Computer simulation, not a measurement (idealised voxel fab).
Process module heading - voxel plated lines
The cross-section on display is named cut; it measures 275 nm wide, and its cells are 5 nm squares.
The cross-sections in this document take the form of a grid made of square cells. They are written out as bands, in order from top to bottom. Each band consists of one or more rows of cells.
Each band's line starts with the height of the band's top and of its bottom, in nm. Then come its materials from left to right, each with its width in nm. One material with "full width" fills the band from edge to edge. "blank" is empty space.
Height 0 is the level under which the wafer as received is all one material. The lowest band goes on downwards, as in "0..down".
Top row gets the first number, bottom row gets the second, and each row in between changes by the same step: that is how a band width like "30..40" works.
No cell of the cross-section changed in a step that is given as "nothing altered".
"Trapped cavities" enumerates empty spaces isolated from the top, with no open way to it, that contain at least 8 cells, giving each as width x height at distance from the left edge, all three in nm.
It should be noted that, on the line of a given step, the content following the step's settings is a remark produced by the simulator itself with respect to that step.
"overlay nm" answers the question of how far to the right of plan the mask lay on a step that has a mask, and when it is negative the answer is to the left.
The process steps that were planned are listed below:
- 1: RECEIVE: material Si
- 2: CONFORMAL_DEP: material Al2O3, thk nm 5
- 3: DIRECTIONAL_DEP: material TiN, thk nm 5
- 4: PATTERN: tone open, mask id LINES, material resist, width nm 30, pitch nm 45, thk nm 25, overlay nm 0
- 5: EPI: material Ru, thk nm 10
- 6: EPI: material Ru, thk nm 10
- 7: STRIP: etch materials resist
- 8: DIRECTIONAL_ETCH: etch materials TiN, depth nm 5
- 9: CONFORMAL_DEP: material SiO2, thk nm 5
First of two wafers - as planned:
Step 1 complete: cross-section of the wafer as received:
    0..down = Si full width
    Trapped cavities: none
After step 2: wafer cross-section:
    5..0 = Al2O3 full width
    Note: structure below 0 unchanged.
After step 3: wafer cross-section:
    10..5 = TiN full width
    Note: structure below 5 unchanged.
After step 4: wafer cross-section:
    35..10 = 100 resist / 30 blank / 15 resist / 30 blank / 100 resist
    Note: structure below 10 unchanged.
After step 5: wafer cross-section:
    35..20 = 100 resist / 30 blank / 15 resist / 30 blank / 100 resist
    20..10 = 100 resist / 30 Ru / 15 resist / 30 Ru / 100 resist
    Note: structure below 10 unchanged.
After step 6: wafer cross-section:
    35..30 = 100 resist / 30 blank / 15 resist / 30 blank / 100 resist
    30..10 = 100 resist / 30 Ru / 15 resist / 30 Ru / 100 resist
    Note: structure below 10 unchanged.
After step 7: wafer cross-section:
    30..10 = 100 blank / 30 Ru / 15 blank / 30 Ru / 100 blank
    Note: structure below 10 unchanged.
After step 8: wafer cross-section:
    30..10 = 100 blank / 30 Ru / 15 blank / 30 Ru / 100 blank
    10..5 = 100 blank / 30 TiN / 15 blank / 30 TiN / 100 blank
    Note: structure below 5 unchanged.
After step 9: wafer cross-section:
    35..30 = 95 blank / 40 SiO2 / 5 blank / 40 SiO2 / 95 blank
    30..10 = 95 blank / 5 SiO2 / 30 Ru / 5 SiO2 / 5 blank / 5 SiO2 / 30 Ru / 5 SiO2 / 95 blank
    10..5 = 100 SiO2 / 30 TiN / 15 SiO2 / 30 TiN / 100 SiO2
    Note: structure below 5 unchanged.
Second Wafer (Identical Start and Plan, One Processing Error; Matches First Wafer Through Step 8):
Second wafer shown in cross-section at the time step 9 was slated to end:
    35..10 = 95 blank / 40 Ru / 5 blank / 40 Ru / 95 blank
    10..5 = 100 Ru / 30 TiN / 15 Ru / 30 TiN / 100 Ru
    Note: structure below 5 unchanged.
Finding, execution versus plan: the process deviated at step 9: the operation and settings actually run there were CONFORMAL_DEP: material Ru, thk nm 5
Per the end-of-run cell counts, the second wafer holds more or fewer of some materials than the first: 75 more of Ru | 75 fewer of SiO2
